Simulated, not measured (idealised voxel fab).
This is a process module. Its name is voxel wiring stack.
The figure presents cross-section cut, which has a width of 300 nm and is divided into square cells with an edge length of 5 nm.
Just so we're on the same page, the cross-sections are grids of square cells, and they're listed out in bands top to bottom, each band one or more rows deep.
For a band, the entry starts with two heights in nm, that of the top and then that of the bottom, and carries on with the band's materials in order from left to right, each alongside its width in nm; the word "full width" beside a single material means it fills the band edge to edge, and "air" means empty space.
A quick word on heights: they are counted from 0, and under that level the wafer as it came to us is one material throughout. The lowest band is different from the rest in having no bottom; it simply continues downward, written as in "from 0 down".
Per-row width for "30 to 40": begins at first number (top row of band), ends at second number (bottom row), increment between rows held constant.
"all unchanged" (step): cross-section cells unchanged, all of them.
In the "Closed void entries" entry, you get each enclosed empty space of 8 cells or more, one with no open way to the top, written width x height at distance, distance from the left edge, in nm.
The remark found on a step's line after its settings is issued by the simulator itself and pertains to that step.
Among the settings permitted on a step's line is "overlay nm"; applied to a step with a mask, it specifies the extent to which the mask lay to the right of its planned position, whereas a negative figure signifies a position to the left.
Steps in the process plan:
1) RECEIVE, material Si
2) CONFORMAL_DEP, material SiO2, thk nm 15
3) DIRECTIONAL_DEP, material TiN, thk nm 5
4) DIRECTIONAL_DEP, material W, thk nm 25
5) DIRECTIONAL_DEP, material aC, thk nm 15
6) PATTERN, tone cover, mask id METAL_1, material resist, width nm 20, pitch nm 35, thk nm 30, overlay nm 0
7) DIRECTIONAL_ETCH, etch materials aC, depth nm 15
8) STRIP, etch materials resist
9) DIRECTIONAL_ETCH, etch materials W, depth nm 25
10) DIRECTIONAL_ETCH, etch materials TiN, depth nm 5
11) STRIP, etch materials aC
12) FILL_DEP, material SiO2, thk nm 10
13) CMP, height nm 45
14) CONFORMAL_DEP, material SiCN, thk nm 5
15) DIRECTIONAL_DEP, material lowk, thk nm 20
16) PATTERN, tone open, mask id PLUG_1, material resist, width nm 15, thk nm 20, overlay nm 0
17) DIRECTIONAL_ETCH, etch materials lowk, depth nm 20
18) DIRECTIONAL_ETCH, etch materials SiCN, depth nm 5
19) STRIP, etch materials resist
20) EPI, material Ru, thk nm 10
21) EPI, material Ru, thk nm 10
22) EPI, material Ru, thk nm 5
23) DIRECTIONAL_DEP, material TiN, thk nm 5
24) DIRECTIONAL_DEP, material W, thk nm 25
25) DIRECTIONAL_DEP, material aC, thk nm 15
26) PATTERN, tone cover, mask id METAL_2, material resist, width nm 20, pitch nm 35, thk nm 35, overlay nm 0
27) DIRECTIONAL_ETCH, etch materials aC, depth nm 15
28) STRIP, etch materials resist
29) DIRECTIONAL_ETCH, etch materials W, depth nm 25
30) DIRECTIONAL_ETCH, etch materials TiN, depth nm 5
31) STRIP, etch materials aC
32) CONFORMAL_DEP, material SiN, thk nm 5
33) FILL_DEP, material SiO2, thk nm 5
34) CMP, height nm 100
35) CONFORMAL_DEP, material SiCN, thk nm 5
36) DIRECTIONAL_DEP, material SiO2, thk nm 20
37) PATTERN, tone open, mask id PLUG_2, material resist, width nm 15, thk nm 20, overlay nm 0
38) DIRECTIONAL_ETCH, etch materials SiO2, depth nm 20
39) DIRECTIONAL_ETCH, etch materials SiCN, depth nm 5
40) STRIP, etch materials resist
41) EPI, material Ru, thk nm 10
42) EPI, material Ru, thk nm 10
43) EPI, material Ru, thk nm 5
44) DIRECTIONAL_DEP, material TiN, thk nm 5
45) DIRECTIONAL_DEP, material Ru, thk nm 15
46) MASKED_ETCH, tone cover, mask id METAL_3, width nm 20, pitch nm 35, etch materials Ru, depth nm 15, overlay nm 0
47) MASKED_ETCH, tone cover, mask id METAL_3, width nm 20, pitch nm 35, etch materials TiN, depth nm 5, overlay nm 0
48) CONFORMAL_DEP, material SiCN, thk nm 5
49) FILL_DEP, material SiO2, thk nm 5
50) CMP, height nm 145
51) CONFORMAL_DEP, material SiCN, thk nm 5
Wafer-to-wafer difference: width nm, step 37. Common start. Plan = first wafer's value.
Cross-section of the first incoming wafer of several, state after step 1:
	from 0 down  Si full width
	Closed void entries: none
Gained (+) or lost (-) cells of each material since receipt, then closed voids: one row per wafer, at the end of the module:
width nm 15, +54 Ru, +238 SiCN, +72 SiN, +1104 SiO2, +24 TiN, +80 W, +228 lowk, Closed void entries: none
width nm 20, +59 Ru, +237 SiCN, +72 SiN, +1100 SiO2, +24 TiN, +80 W, +228 lowk, Closed void entries: none
width nm 25, +64 Ru, +236 SiCN, +72 SiN, +1096 SiO2, +24 TiN, +80 W, +228 lowk, Closed void entries: none
width nm 30, +69 Ru, +235 SiCN, +72 SiN, +1092 SiO2, +24 TiN, +80 W, +228 lowk, Closed void entries: none
